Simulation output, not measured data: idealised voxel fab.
Documented hereafter: the process module known as voxel transistor to metal.
In the cross-section labelled cut, the width is 210 nm and each square cell is 5 nm.
Square cells in a grid make up a cross-section in this document, and the grid is given as bands, listed from the top down, each one or more rows of cells. Top, bottom (nm), then materials left to right with widths (nm); lone material tagged "throughout" fills the whole band edge to edge; "air" = empty space. Beneath 0, the wafer as received is one material, and that level is where height counting begins. The lowest band goes on downward without a bottom; it is written like "from 0 down". It should be noted that a width expressed as "30..40" varies in equal increments from row to row of cells within the band, taking the value of the first number at the top row and that of the second number at the bottom row. Step marked "everything unchanged"? Then no cell in the cross-section changed in it. The label "Closed void entries" introduces a list of the empty spaces, 8 cells or larger, that have no open way up to the top; each entry in it reads width x height at distance, where the distance is taken from the left edge and all three are stated in nm. Anything after a step's settings on that line? It's the simulator's own note about the step. If you see "overlay nm" on a step's line and that step has a mask, it's telling you how far right of where it was planned the mask ended up; a negative number means it went left instead. Quick note on how to read the rest: it's all pairs. You get the cross-section before a process step and the one after, but the after one only goes down as far as the lowest band that changed. The step in between, with its settings, sits under the pair. Heads up, the pairs can come from different runs of this module on the same starting wafer, so don't assume a pair picks up from the one above unless its "Pre-step geometry" entry says it does.

# Pre-step geometry
- from 35 to 30 = 80 air, 45 SiN, 85 air
- from 30 to 15 = 80 air, 5 SiN, 5 SiO2, 25 SiCN, 5 SiO2, 5 SiN, 85 air
- from 15 to 5 = 80 air, 5 SiN, 5 SiO2, 25 polySi, 5 SiO2, 5 SiN, 85 air
- from 5 to 0 = 50 SiN, 30 air, 5 SiN, 5 SiO2, 25 polySi, 5 SiO2, 5 SiN, 35 air, 50 SiN
- from 0 to -5 = 45 SiO2, 40 SiN, 5 SiO2, 25 polySi, 5 SiO2, 45 SiN, 45 SiO2
- from -5 to -10 = SiO2 throughout
- from -10 to -40 = 50 SiO2, 110 Si, 50 SiO2
- from -40 down = Si throughout
- Closed void entries: none

# Post-Step Cross-Section
- from 30 to 15 = 80 air, 5 SiN, 5 SiO2, 25 SiCN, 5 SiO2, 5 SiN, 85 air
- from 15 to 0 = 80 air, 5 SiN, 5 SiO2, 25 polySi, 5 SiO2, 5 SiN, 85 air
- from 0 to -5 = 45 SiO2, 5 SiN, 30 air, 5 SiN, 5 SiO2, 25 polySi, 5 SiO2, 5 SiN, 35 air, 5 SiN, 45 SiO2
- Everything under -5 stays put, no change at all.
- Closed void entries: none
Applied between the two views above: op DIRECTIONAL_ETCH | etch materials SiN | depth nm 5

Pre-step geometry: per the after cross-section of the pair just above.

# Post-Step Cross-Section
- from 30 to 25 = 80 air, 5 SiN, 5 air, 25 SiCN, 5 air, 5 SiN, 85 air
- from 25 to 15 = 80 air, 5 SiN, 5 SiO2, 25 SiCN, 5 SiO2, 5 SiN, 85 air
- from 15 to 0 = 80 air, 5 SiN, 5 SiO2, 25 polySi, 5 SiO2, 5 SiN, 85 air
- from 0 to -5 = 45 air, 5 SiN, 30 air, 5 SiN, 5 SiO2, 25 polySi, 5 SiO2, 5 SiN, 35 air, 5 SiN, 45 air
- from -5 to -10 = 50 SiO2, 30 air, 45 SiO2, 35 air, 50 SiO2
- Everything under -10 stays put, no change at all.
- Closed void entries: none
Applied between the two views above: op DIRECTIONAL_ETCH | etch materials SiO2 | depth nm 5

Pre-step geometry: per the after cross-section of the pair just above.

# Post-Step Cross-Section
- from 30 to 25 = 80 air, 5 SiN, 5 air, 25 SiCN, 5 air, 5 SiN, 85 air
- from 25 to 15 = 80 air, 5 SiN, 5 SiO2, 25 SiCN, 5 SiO2, 5 SiN, 85 air
- from 15 to 0 = 80 air, 5 SiN, 5 SiO2, 25 polySi, 5 SiO2, 5 SiN, 85 air
- from 0 to -5 = 45 air, 5 SiN, 30 air, 5 SiN, 5 SiO2, 25 polySi, 5 SiO2, 5 SiN, 35 air, 5 SiN, 45 air
- from -5 to -10 = 50 SiO2, 30 air, 45 SiO2, 35 air, 50 SiO2
- from -10 to -15 = 50 SiO2, 30 air, 45 Si, 35 air, 50 SiO2
- Everything under -15 stays put, no change at all.
- Closed void entries: none
Applied between the two views above: op DIRECTIONAL_ETCH | etch materials Si | depth nm 5

Pre-step geometry: per the after cross-section of the pair just above.

# Post-Step Cross-Section
- from 30 to 25 = 80 air, 5 SiN, 5 air, 25 SiCN, 5 air, 5 SiN, 85 air
- from 25 to 15 = 80 air, 5 SiN, 5 SiO2, 25 SiCN, 5 SiO2, 5 SiN, 85 air
- from 15 to 0 = 80 air, 5 SiN, 5 SiO2, 25 polySi, 5 SiO2, 5 SiN, 85 air
- from 0 to -5 = 45 air, 5 SiN, 20 air, 10 SiGe, 5 SiN, 5 SiO2, 25 polySi, 5 SiO2, 5 SiN, 10 SiGe, 25 air, 5 SiN, 45 air
- from -5 to -10 = 50 SiO2, 30 SiGe, 45 SiO2, 35 SiGe, 50 SiO2
- from -10 to -15 = 50 SiO2, 30 SiGe, 45 Si, 35 SiGe, 50 SiO2
- Everything under -15 stays put, no change at all.
- Closed void entries: none
Applied between the two views above: op EPI | material SiGe | thk nm 10

Pre-step geometry: per the after cross-section of the pair just above.

# Post-Step Cross-Section
- from 35 to 30 = SiO2 throughout
- from 30 to 15 = 80 SiO2, 5 SiN, 5 SiO2, 25 SiCN, 5 SiO2, 5 SiN, 85 SiO2
- from 15 to 0 = 80 SiO2, 5 SiN, 5 SiO2, 25 polySi, 5 SiO2, 5 SiN, 85 SiO2
- from 0 to -5 = 45 SiO2, 5 SiN, 20 SiO2, 10 SiGe, 5 SiN, 5 SiO2, 25 polySi, 5 SiO2, 5 SiN, 10 SiGe, 25 SiO2, 5 SiN, 45 SiO2
- Everything under -5 stays put, no change at all.
- Closed void entries: none
Applied between the two views above: op FILL_DEP | material SiO2 | thk nm 5

Pre-step geometry: per the after cross-section of the pair just above.

# Post-Step Cross-Section
- from 30 to 15 = 80 SiO2, 5 SiN, 5 SiO2, 25 SiCN, 5 SiO2, 5 SiN, 85 SiO2
- Everything under 15 stays put, no change at all.
- Closed void entries: none
Applied between the two views above: op CMP | height nm 30

Pre-step geometry: per the after cross-section of the pair just above.

# Post-Step Cross-Section
- from 40 to 30 = SiO2 throughout
- Everything under 30 stays put, no change at all.
- Closed void entries: none
Applied between the two views above: op DIRECTIONAL_DEP | material SiO2 | thk nm 10

Pre-step geometry: per the after cross-section of the pair just above.

# Post-Step Cross-Section
- from 50 to 40 = aC throughout
- Everything under 40 stays put, no change at all.
- Closed void entries: none
Applied between the two views above: op DIRECTIONAL_DEP | material aC | thk nm 10

Pre-step geometry: per the after cross-section of the pair just above.

# Post-Step Cross-Section
- from 80 to 50 = 50 resist, 35 air, 35 resist, 35 air, 55 resist
- Everything under 50 stays put, no change at all.
- Closed void entries: none
Applied between the two views above: op PATTERN | tone open | mask id CONTACT | material resist | width nm 35 | pitch nm 70 | thk nm 30 | overlay nm 0

Pre-step geometry: per the after cross-section of the pair just above.

# Post-Step Cross-Section
- from 70 to 50 = 50 resist, 35 air, 35 resist, 35 air, 55 resist
- from 50 to 40 = 50 aC, 35 air, 35 aC, 35 air, 55 aC
- Everything under 40 stays put, no change at all.
- Closed void entries: none
Applied between the two views above: op DIRECTIONAL_ETCH | etch materials aC | depth nm 10

Pre-step geometry: per the after cross-section of the pair just above.

# Post-Step Cross-Section
- from 50 to 40 = 50 aC, 35 air, 35 aC, 35 air, 55 aC
- Everything under 40 stays put, no change at all.
- Closed void entries: none
Applied between the two views above: op STRIP | etch materials resist

Pre-step geometry: per the after cross-section of the pair just above.

# Post-Step Cross-Section
- from 50 to 40 = 50 aC, 35 air, 35 aC, 35 air, 55 aC
- from 40 to 30 = 50 SiO2, 35 air, 35 SiO2, 35 air, 55 SiO2
- from 30 to 15 = 50 SiO2, 30 air, 5 SiN, 5 SiO2, 25 SiCN, 5 SiO2, 5 SiN, 30 air, 55 SiO2
- from 15 to 0 = 50 SiO2, 30 air, 5 SiN, 5 SiO2, 25 polySi, 5 SiO2, 5 SiN, 30 air, 55 SiO2
- from 0 to -5 = 45 SiO2, 5 SiN, 20 air, 10 SiGe, 5 SiN, 5 SiO2, 25 polySi, 5 SiO2, 5 SiN, 10 SiGe, 20 air, 5 SiO2, 5 SiN, 45 SiO2
- Everything under -5 stays put, no change at all.
- Closed void entries: none
Applied between the two views above: op DIRECTIONAL_ETCH | etch materials SiO2 | depth nm 45

Pre-step geometry: per the after cross-section of the pair just above.

# Post-Step Cross-Section
- from 40 to 30 = 50 SiO2, 35 air, 35 SiO2, 35 air, 55 SiO2
- Everything under 30 stays put, no change at all.
- Closed void entries: none
Applied between the two views above: op STRIP | etch materials aC

Pre-step geometry: per the after cross-section of the pair just above.

# Post-Step Cross-Section
- from 45 to 40 = 55 TiN, 25 air, 45 TiN, 25 air, 60 TiN
- from 40 to 30 = 50 SiO2, 5 TiN, 25..20 air, 5..10 TiN, 35 SiO2, 5..10 TiN, 25..20 air, 5 TiN, 55 SiO2
- from 30 to 15 = 50 SiO2, 5 TiN, 20 air, 5 TiN, 5 SiN, 5 SiO2, 25 SiCN, 5 SiO2, 5 SiN, 5 TiN, 20 air, 5 TiN, 55 SiO2
- from 15 to 5 = 50 SiO2, 5 TiN, 20 air, 5 TiN, 5 SiN, 5 SiO2, 25 polySi, 5 SiO2, 5 SiN, 5 TiN, 20 air, 5 TiN, 55 SiO2
- from 5 to 0 = 50 SiO2, 5 TiN, 10 air, 15 TiN, 5 SiN, 5 SiO2, 25 polySi, 5 SiO2, 5 SiN, 15 TiN, 10 air, 5 TiN, 55 SiO2
- from 0 to -5 = 45 SiO2, 5 SiN, 20 TiN, 10 SiGe, 5 SiN, 5 SiO2, 25 polySi, 5 SiO2, 5 SiN, 10 SiGe, 20 TiN, 5 SiO2, 5 SiN, 45 SiO2
- Everything under -5 stays put, no change at all.
- Closed void entries: none
Applied between the two views above: op CONFORMAL_DEP | material TiN | thk nm 5

Pre-step geometry: per the after cross-section of the pair just above.

# Post-Step Cross-Section
- from 50 to 45 = Ru throughout
- from 45 to 40 = 55 TiN, 25 Ru, 45 TiN, 25 Ru, 60 TiN
- from 40 to 30 = 50 SiO2, 5 TiN, 25..20 Ru, 5..10 TiN, 35 SiO2, 5..10 TiN, 25..20 Ru, 5 TiN, 55 SiO2
- from 30 to 15 = 50 SiO2, 5 TiN, 20 Ru, 5 TiN, 5 SiN, 5 SiO2, 25 SiCN, 5 SiO2, 5 SiN, 5 TiN, 20 Ru, 5 TiN, 55 SiO2
- from 15 to 5 = 50 SiO2, 5 TiN, 20 Ru, 5 TiN, 5 SiN, 5 SiO2, 25 polySi, 5 SiO2, 5 SiN, 5 TiN, 20 Ru, 5 TiN, 55 SiO2
- from 5 to 0 = 50 SiO2, 5 TiN, 10 Ru, 15 TiN, 5 SiN, 5 SiO2, 25 polySi, 5 SiO2, 5 SiN, 15 TiN, 10 Ru, 5 TiN, 55 SiO2
- Everything under 0 stays put, no change at all.
- Closed void entries: none
Applied between the two views above: op FILL_DEP | material Ru | thk nm 5

Pre-step geometry: per the after cross-section of the pair just above.

# Post-Step Cross-Section
- from 40 to 30 = 50 SiO2, 5 TiN, 25..20 Ru, 5..10 TiN, 35 SiO2, 5..10 TiN, 25..20 Ru, 5 TiN, 55 SiO2
- Everything under 30 stays put, no change at all.
- Closed void entries: none
Applied between the two views above: op CMP | height nm 40

Pre-step geometry: per the after cross-section of the pair just above.

# Post-Step Cross-Section
- from 45 to 40 = TiN throughout
- Everything under 40 stays put, no change at all.
- Closed void entries: none
Applied between the two views above: op DIRECTIONAL_DEP | material TiN | thk nm 5

Pre-step geometry: per the after cross-section of the pair just above.

# Post-Step Cross-Section
- from 60 to 45 = W throughout
- Everything under 45 stays put, no change at all.
- Closed void entries: none
Applied between the two views above: op DIRECTIONAL_DEP | material W | thk nm 15

Pre-step geometry: per the after cross-section of the pair just above.

# Post-Step Cross-Section
- from 60 to 45 = 50 air, 20 W, 65 air, 20 W, 55 air
- Everything under 45 stays put, no change at all.
- Closed void entries: none
Applied between the two views above: op MASKED_ETCH | tone cover | mask id METAL_1 | width nm 20 | pitch nm 85 | etch materials W | depth nm 15 | overlay nm 0

Pre-step geometry: per the after cross-section of the pair just above.

# Post-Step Cross-Section
- from 60 to 45 = 50 air, 20 W, 65 air, 20 W, 55 air
- from 45 to 40 = 50 air, 20 TiN, 65 air, 20 TiN, 55 air
- Everything under 40 stays put, no change at all.
- Closed void entries: none
Applied between the two views above: op MASKED_ETCH | tone cover | mask id METAL_1 | width nm 20 | pitch nm 85 | etch materials TiN | depth nm 5 | overlay nm 0

Pre-step geometry: per the after cross-section of the pair just above.

# Post-Step Cross-Section
- from 65 to 60 = 45 air, 30 SiN, 55 air, 30 SiN, 50 air
- from 60 to 45 = 45 air, 5 SiN, 20 W, 5 SiN, 55 air, 5 SiN, 20 W, 5 SiN, 50 air
- from 45 to 40 = 50 SiN, 20 TiN, 65 SiN, 20 TiN, 55 SiN
- Everything under 40 stays put, no change at all.
- Closed void entries: none
Applied between the two views above: op CONFORMAL_DEP | material SiN | thk nm 5

Pre-step geometry: per the after cross-section of the pair just above.

# Post-Step Cross-Section
- from 75 to 65 = SiO2 throughout
- from 65 to 60 = 45 SiO2, 30 SiN, 55 SiO2, 30 SiN, 50 SiO2
- from 60 to 45 = 45 SiO2, 5 SiN, 20 W, 5 SiN, 55 SiO2, 5 SiN, 20 W, 5 SiN, 50 SiO2
- Everything under 45 stays put, no change at all.
- Closed void entries: none
Applied between the two views above: op FILL_DEP | material SiO2 | thk nm 10

Pre-step geometry: per the after cross-section of the pair just above.

# Post-Step Cross-Section
- from 60 to 45 = 45 SiO2, 5 SiN, 20 W, 5 SiN, 55 SiO2, 5 SiN, 20 W, 5 SiN, 50 SiO2
- Everything under 45 stays put, no change at all.
- Closed void entries: none
Applied between the two views above: op CMP | height nm 60

Pre-step geometry: per the after cross-section of the pair just above.

# Post-Step Cross-Section
- from 65 to 60 = SiCN throughout
- Everything under 60 stays put, no change at all.
- Closed void entries: none
Applied between the two views above: op CONFORMAL_DEP | material SiCN | thk nm 5

Pre-step geometry: per the after cross-section of the pair just above.

# Post-Step Cross-Section
- from 90 to 65 = SiO2 throughout
- Everything under 65 stays put, no change at all.
- Closed void entries: none
Applied between the two views above: op DIRECTIONAL_DEP | material SiO2 | thk nm 25

Pre-step geometry: per the after cross-section of the pair just above.

# Post-Step Cross-Section
- from 110 to 90 = 50 resist, 20 air, 65 resist, 20 air, 55 resist
- Everything under 90 stays put, no change at all.
- Closed void entries: none
Applied between the two views above: op PATTERN | tone open | mask id METAL_2 | material resist | width nm 20 | pitch nm 85 | thk nm 20 | overlay nm 0

Pre-step geometry: per the after cross-section of the pair just above.

# Post-Step Cross-Section
- from 110 to 90 = 50 resist, 20 air, 65 resist, 20 air, 55 resist
- from 90 to 75 = 50 SiO2, 20 air, 65 SiO2, 20 air, 55 SiO2
- Everything under 75 stays put, no change at all.
- Closed void entries: none
Applied between the two views above: op DIRECTIONAL_ETCH | etch materials SiO2 | depth nm 15

Pre-step geometry: per the after cross-section of the pair just above.

# Post-Step Cross-Section
- from 90 to 75 = 50 SiO2, 20 air, 65 SiO2, 20 air, 55 SiO2
- Everything under 75 stays put, no change at all.
- Closed void entries: none
Applied between the two views above: op STRIP | etch materials resist

Pre-step geometry: per the after cross-section of the pair just above.

# Post-Step Cross-Section
- from 110 to 90 = 50 resist, 15 air, 70 resist, 15 air, 60 resist
- from 90 to 75 = 50 SiO2, 15 air, 5 resist, 65 SiO2, 15 air, 5 resist, 55 SiO2
- Everything under 75 stays put, no change at all.
- Closed void entries: none
Applied between the two views above: op PATTERN | tone open | mask id METAL_2_HOLES | material resist | width nm 15 | pitch nm 85 | thk nm 20 | overlay nm 0

Pre-step geometry: per the after cross-section of the pair just above.

# Post-Step Cross-Section
- from 110 to 90 = 50 resist, 15 air, 70 resist, 15 air, 60 resist
- from 90 to 75 = 50 SiO2, 15 air, 5 resist, 65 SiO2, 15 air, 5 resist, 55 SiO2
- from 75 to 65 = 50 SiO2, 15 air, 70 SiO2, 15 air, 60 SiO2
- Everything under 65 stays put, no change at all.
- Closed void entries: none
Applied between the two views above: op DIRECTIONAL_ETCH | etch materials SiO2 | depth nm 10

Pre-step geometry: per the after cross-section of the pair just above.

# Post-Step Cross-Section
- from 110 to 90 = 50 resist, 15 air, 70 resist, 15 air, 60 resist
- from 90 to 75 = 50 SiO2, 15 air, 5 resist, 65 SiO2, 15 air, 5 resist, 55 SiO2
- from 75 to 65 = 50 SiO2, 15 air, 70 SiO2, 15 air, 60 SiO2
- from 65 to 60 = 50 SiCN, 15 air, 70 SiCN, 15 air, 60 SiCN
- Everything under 60 stays put, no change at all.
- Closed void entries: none
Applied between the two views above: op DIRECTIONAL_ETCH | etch materials SiCN | depth nm 5

Pre-step geometry: per the after cross-section of the pair just above.

# Post-Step Cross-Section
- from 90 to 75 = 50 SiO2, 20 air, 65 SiO2, 20 air, 55 SiO2
- Everything under 75 stays put, no change at all.
- Closed void entries: none
Applied between the two views above: op STRIP | etch materials resist

Pre-step geometry: per the after cross-section of the pair just above.

# Post-Step Cross-Section
- from 95 to 90 = 55 TiN, 10 air, 75 TiN, 10 air, 60 TiN
- from 90 to 80 = 50 SiO2, 5 TiN, 10 air, 5 TiN, 65 SiO2, 5 TiN, 10 air, 5 TiN, 55 SiO2
- from 80 to 75 = 50 SiO2, 5 TiN, 5 air, 10 TiN, 65 SiO2, 5 TiN, 5 air, 10 TiN, 55 SiO2
- from 75 to 65 = 50 SiO2, 5 TiN, 5 air, 5 TiN, 70 SiO2, 5 TiN, 5 air, 5 TiN, 60 SiO2
- from 65 to 60 = 50 SiCN, 15 TiN, 70 SiCN, 15 TiN, 60 SiCN
- Everything under 60 stays put, no change at all.
- Closed void entries: none
Applied between the two views above: op CONFORMAL_DEP | material TiN | thk nm 5

Pre-step geometry: per the after cross-section of the pair just above.

# Post-Step Cross-Section
- from 100 to 95 = Cu throughout
- from 95 to 90 = 55 TiN, 10 Cu, 75 TiN, 10 Cu, 60 TiN
- from 90 to 80 = 50 SiO2, 5 TiN, 10 Cu, 5 TiN, 65 SiO2, 5 TiN, 10 Cu, 5 TiN, 55 SiO2
- from 80 to 75 = 50 SiO2, 5 TiN, 5 Cu, 10 TiN, 65 SiO2, 5 TiN, 5 Cu, 10 TiN, 55 SiO2
- from 75 to 65 = 50 SiO2, 5 TiN, 5 Cu, 5 TiN, 70 SiO2, 5 TiN, 5 Cu, 5 TiN, 60 SiO2
- Everything under 65 stays put, no change at all.
- Closed void entries: none
Applied between the two views above: op FILL_DEP | material Cu | thk nm 5

Pre-step geometry: per the after cross-section of the pair just above.

# Post-Step Cross-Section
- from 90 to 80 = 50 SiO2, 5 TiN, 10 Cu, 5 TiN, 65 SiO2, 5 TiN, 10 Cu, 5 TiN, 55 SiO2
- Everything under 80 stays put, no change at all.
- Closed void entries: none
Applied between the two views above: op CMP | height nm 90

Pre-step geometry: per the after cross-section of the pair just above.

# Post-Step Cross-Section
- from 95 to 90 = SiN throughout
- Everything under 90 stays put, no change at all.
- Closed void entries: none
Applied between the two views above: op CONFORMAL_DEP | material SiN | thk nm 5

# Pre-step geometry
- from 50 to 40 = aC throughout
- from 40 to 30 = SiO2 throughout
- from 30 to 15 = 80 SiO2, 5 SiN, 5 SiO2, 25 SiCN, 5 SiO2, 5 SiN, 85 SiO2
- from 15 to 0 = 80 SiO2, 5 SiN, 5 SiO2, 25 polySi, 5 SiO2, 5 SiN, 85 SiO2
- from 0 to -5 = 45 SiO2, 5 SiN, 20 SiO2, 10 SiGe, 5 SiN, 5 SiO2, 25 polySi, 5 SiO2, 5 SiN, 10 SiGe, 20 SiO2, 5 SiN, 50 SiO2
- from -5 to -10 = 50 SiO2, 30 SiGe, 45 SiO2, 30 SiGe, 55 SiO2
- from -10 to -15 = 50 SiO2, 30 SiGe, 45 Si, 30 SiGe, 55 SiO2
- from -15 to -40 = 50 SiO2, 105 Si, 55 SiO2
- from -40 down = Si throughout
- Closed void entries: none

# Post-Step Cross-Section
- from 80 to 50 = 40 resist, 35 air, 35 resist, 35 air, 65 resist
- Everything under 50 stays put, no change at all.
- Closed void entries: none
Applied between the two views above: op PATTERN | tone open | mask id CONTACT | material resist | width nm 35 | pitch nm 70 | thk nm 30 | overlay nm -10

Pre-step geometry: per the after cross-section of the pair just above.

# Post-Step Cross-Section
- from 70 to 50 = 40 resist, 35 air, 35 resist, 35 air, 65 resist
- from 50 to 40 = 40 aC, 35 air, 35 aC, 35 air, 65 aC
- Everything under 40 stays put, no change at all.
- Closed void entries: none
Applied between the two views above: op DIRECTIONAL_ETCH | etch materials aC | depth nm 10

Pre-step geometry: per the after cross-section of the pair just above.

# Post-Step Cross-Section
- from 50 to 40 = 40 aC, 35 air, 35 aC, 35 air, 65 aC
- Everything under 40 stays put, no change at all.
- Closed void entries: none
Applied between the two views above: op STRIP | etch materials resist

Pre-step geometry: per the after cross-section of the pair just above.

# Post-Step Cross-Section
- from 50 to 40 = 40 aC, 35 air, 35 aC, 35 air, 65 aC
- from 40 to 30 = 40 SiO2, 35 air, 35 SiO2, 35 air, 65 SiO2
- from 30 to 15 = 40 SiO2, 35 air, 5 SiO2, 5 SiN, 5 SiO2, 25 SiCN, 5 air, 5 SiN, 20 air, 65 SiO2
- from 15 to 0 = 40 SiO2, 35 air, 5 SiO2, 5 SiN, 5 SiO2, 25 polySi, 5 air, 5 SiN, 20 air, 65 SiO2
- from 0 to -5 = 40 SiO2, 5 air, 5 SiN, 20 air, 10 SiGe, 5 SiN, 5 SiO2, 25 polySi, 5 air, 5 SiN, 10 SiGe, 10 air, 10 SiO2, 5 SiN, 50 SiO2
- Everything under -5 stays put, no change at all.
- Closed void entries: none
Applied between the two views above: op DIRECTIONAL_ETCH | etch materials SiO2 | depth nm 45

Pre-step geometry: per the after cross-section of the pair just above.

# Post-Step Cross-Section
- from 40 to 30 = 40 SiO2, 35 air, 35 SiO2, 35 air, 65 SiO2
- Everything under 30 stays put, no change at all.
- Closed void entries: none
Applied between the two views above: op STRIP | etch materials aC

Pre-step geometry: per the after cross-section of the pair just above.

# Post-Step Cross-Section
- from 45 to 40 = 45 TiN, 25 air, 45 TiN, 25 air, 70 TiN
- from 40 to 30 = 40 SiO2, 5 TiN, 25 air, 5 TiN, 35 SiO2, 5..20 TiN, 25..10 air, 5 TiN, 65 SiO2
- from 30 to 15 = 40 SiO2, 5 TiN, 25 air, 5 TiN, 5 SiO2, 5 SiN, 5 SiO2, 25 SiCN, 5 TiN, 5 SiN, 5 TiN, 10 air, 5 TiN, 65 SiO2
- from 15 to 5 = 40 SiO2, 5 TiN, 25 air, 5 TiN, 5 SiO2, 5 SiN, 5 SiO2, 25 polySi, 5 TiN, 5 SiN, 5 TiN, 10 air, 5 TiN, 65 SiO2
- from 5 to 0 = 40 SiO2, 15 TiN, 10 air, 10 TiN, 5 SiO2, 5 SiN, 5 SiO2, 25 polySi, 5 TiN, 5 SiN, 20 TiN, 65 SiO2
- from 0 to -5 = 40 SiO2, 5 TiN, 5 SiN, 20 TiN, 10 SiGe, 5 SiN, 5 SiO2, 25 polySi, 5 TiN, 5 SiN, 10 SiGe, 10 TiN, 10 SiO2, 5 SiN, 50 SiO2
- Everything under -5 stays put, no change at all.
- Closed void entries: none
Applied between the two views above: op CONFORMAL_DEP | material TiN | thk nm 5

Pre-step geometry: per the after cross-section of the pair just above.

# Post-Step Cross-Section
- from 50 to 45 = Ru throughout
- from 45 to 40 = 45 TiN, 25 Ru, 45 TiN, 25 Ru, 70 TiN
- from 40 to 30 = 40 SiO2, 5 TiN, 25 Ru, 5 TiN, 35 SiO2, 5..20 TiN, 25..10 Ru, 5 TiN, 65 SiO2
- from 30 to 15 = 40 SiO2, 5 TiN, 25 Ru, 5 TiN, 5 SiO2, 5 SiN, 5 SiO2, 25 SiCN, 5 TiN, 5 SiN, 5 TiN, 10 Ru, 5 TiN, 65 SiO2
- from 15 to 5 = 40 SiO2, 5 TiN, 25 Ru, 5 TiN, 5 SiO2, 5 SiN, 5 SiO2, 25 polySi, 5 TiN, 5 SiN, 5 TiN, 10 Ru, 5 TiN, 65 SiO2
- from 5 to 0 = 40 SiO2, 15 TiN, 10 Ru, 10 TiN, 5 SiO2, 5 SiN, 5 SiO2, 25 polySi, 5 TiN, 5 SiN, 20 TiN, 65 SiO2
- Everything under 0 stays put, no change at all.
- Closed void entries: none
Applied between the two views above: op FILL_DEP | material Ru | thk nm 5

Pre-step geometry: per the after cross-section of the pair just above.

# Post-Step Cross-Section
- from 40 to 30 = 40 SiO2, 5 TiN, 25 Ru, 5 TiN, 35 SiO2, 5..20 TiN, 25..10 Ru, 5 TiN, 65 SiO2
- Everything under 30 stays put, no change at all.
- Closed void entries: none
Applied between the two views above: op CMP | height nm 40

Pre-step geometry: per the after cross-section of the pair just above.

# Post-Step Cross-Section
- from 45 to 40 = TiN throughout
- Everything under 40 stays put, no change at all.
- Closed void entries: none
Applied between the two views above: op DIRECTIONAL_DEP | material TiN | thk nm 5

Pre-step geometry: per the after cross-section of the pair just above.

# Post-Step Cross-Section
- from 60 to 45 = W throughout
- Everything under 45 stays put, no change at all.
- Closed void entries: none
Applied between the two views above: op DIRECTIONAL_DEP | material W | thk nm 15

Pre-step geometry: per the after cross-section of the pair just above.

# Post-Step Cross-Section
- from 60 to 45 = 50 air, 20 W, 65 air, 20 W, 55 air
- Everything under 45 stays put, no change at all.
- Closed void entries: none
Applied between the two views above: op MASKED_ETCH | tone cover | mask id METAL_1 | width nm 20 | pitch nm 85 | etch materials W | depth nm 15 | overlay nm 0

Pre-step geometry: per the after cross-section of the pair just above.

# Post-Step Cross-Section
- from 60 to 45 = 50 air, 20 W, 65 air, 20 W, 55 air
- from 45 to 40 = 50 air, 20 TiN, 65 air, 20 TiN, 55 air
- Everything under 40 stays put, no change at all.
- Closed void entries: none
Applied between the two views above: op MASKED_ETCH | tone cover | mask id METAL_1 | width nm 20 | pitch nm 85 | etch materials TiN | depth nm 5 | overlay nm 0

Pre-step geometry: per the after cross-section of the pair just above.

# Post-Step Cross-Section
- from 65 to 60 = 45 air, 30 SiN, 55 air, 30 SiN, 50 air
- from 60 to 45 = 45 air, 5 SiN, 20 W, 5 SiN, 55 air, 5 SiN, 20 W, 5 SiN, 50 air
- from 45 to 40 = 50 SiN, 20 TiN, 65 SiN, 20 TiN, 55 SiN
- Everything under 40 stays put, no change at all.
- Closed void entries: none
Applied between the two views above: op CONFORMAL_DEP | material SiN | thk nm 5

Pre-step geometry: per the after cross-section of the pair just above.

# Post-Step Cross-Section
- from 75 to 65 = SiO2 throughout
- from 65 to 60 = 45 SiO2, 30 SiN, 55 SiO2, 30 SiN, 50 SiO2
- from 60 to 45 = 45 SiO2, 5 SiN, 20 W, 5 SiN, 55 SiO2, 5 SiN, 20 W, 5 SiN, 50 SiO2
- Everything under 45 stays put, no change at all.
- Closed void entries: none
Applied between the two views above: op FILL_DEP | material SiO2 | thk nm 10

Pre-step geometry: per the after cross-section of the pair just above.

# Post-Step Cross-Section
- from 60 to 45 = 45 SiO2, 5 SiN, 20 W, 5 SiN, 55 SiO2, 5 SiN, 20 W, 5 SiN, 50 SiO2
- Everything under 45 stays put, no change at all.
- Closed void entries: none
Applied between the two views above: op CMP | height nm 60

Pre-step geometry: per the after cross-section of the pair just above.

# Post-Step Cross-Section
- from 65 to 60 = SiCN throughout
- Everything under 60 stays put, no change at all.
- Closed void entries: none
Applied between the two views above: op CONFORMAL_DEP | material SiCN | thk nm 5

Pre-step geometry: per the after cross-section of the pair just above.

# Post-Step Cross-Section
- from 90 to 65 = SiO2 throughout
- Everything under 65 stays put, no change at all.
- Closed void entries: none
Applied between the two views above: op DIRECTIONAL_DEP | material SiO2 | thk nm 25

Pre-step geometry: per the after cross-section of the pair just above.

# Post-Step Cross-Section
- from 110 to 90 = 50 resist, 20 air, 65 resist, 20 air, 55 resist
- Everything under 90 stays put, no change at all.
- Closed void entries: none
Applied between the two views above: op PATTERN | tone open | mask id METAL_2 | material resist | width nm 20 | pitch nm 85 | thk nm 20 | overlay nm 0

Pre-step geometry: per the after cross-section of the pair just above.

# Post-Step Cross-Section
- from 110 to 90 = 50 resist, 20 air, 65 resist, 20 air, 55 resist
- from 90 to 75 = 50 SiO2, 20 air, 65 SiO2, 20 air, 55 SiO2
- Everything under 75 stays put, no change at all.
- Closed void entries: none
Applied between the two views above: op DIRECTIONAL_ETCH | etch materials SiO2 | depth nm 15

Pre-step geometry: per the after cross-section of the pair just above.

# Post-Step Cross-Section
- from 90 to 75 = 50 SiO2, 20 air, 65 SiO2, 20 air, 55 SiO2
- Everything under 75 stays put, no change at all.
- Closed void entries: none
Applied between the two views above: op STRIP | etch materials resist

Pre-step geometry: per the after cross-section of the pair just above.

# Post-Step Cross-Section
- from 110 to 90 = 50 resist, 15 air, 70 resist, 15 air, 60 resist
- from 90 to 75 = 50 SiO2, 15 air, 5 resist, 65 SiO2, 15 air, 5 resist, 55 SiO2
- Everything under 75 stays put, no change at all.
- Closed void entries: none
Applied between the two views above: op PATTERN | tone open | mask id METAL_2_HOLES | material resist | width nm 15 | pitch nm 85 | thk nm 20 | overlay nm 0

Pre-step geometry: per the after cross-section of the pair just above.

# Post-Step Cross-Section
- from 110 to 90 = 50 resist, 15 air, 70 resist, 15 air, 60 resist
- from 90 to 75 = 50 SiO2, 15 air, 5 resist, 65 SiO2, 15 air, 5 resist, 55 SiO2
- from 75 to 65 = 50 SiO2, 15 air, 70 SiO2, 15 air, 60 SiO2
- Everything under 65 stays put, no change at all.
- Closed void entries: none
Applied between the two views above: op DIRECTIONAL_ETCH | etch materials SiO2 | depth nm 10

Pre-step geometry: per the after cross-section of the pair just above.

# Post-Step Cross-Section
- from 110 to 90 = 50 resist, 15 air, 70 resist, 15 air, 60 resist
- from 90 to 75 = 50 SiO2, 15 air, 5 resist, 65 SiO2, 15 air, 5 resist, 55 SiO2
- from 75 to 65 = 50 SiO2, 15 air, 70 SiO2, 15 air, 60 SiO2
- from 65 to 60 = 50 SiCN, 15 air, 70 SiCN, 15 air, 60 SiCN
- Everything under 60 stays put, no change at all.
- Closed void entries: none
Applied between the two views above: op DIRECTIONAL_ETCH | etch materials SiCN | depth nm 5
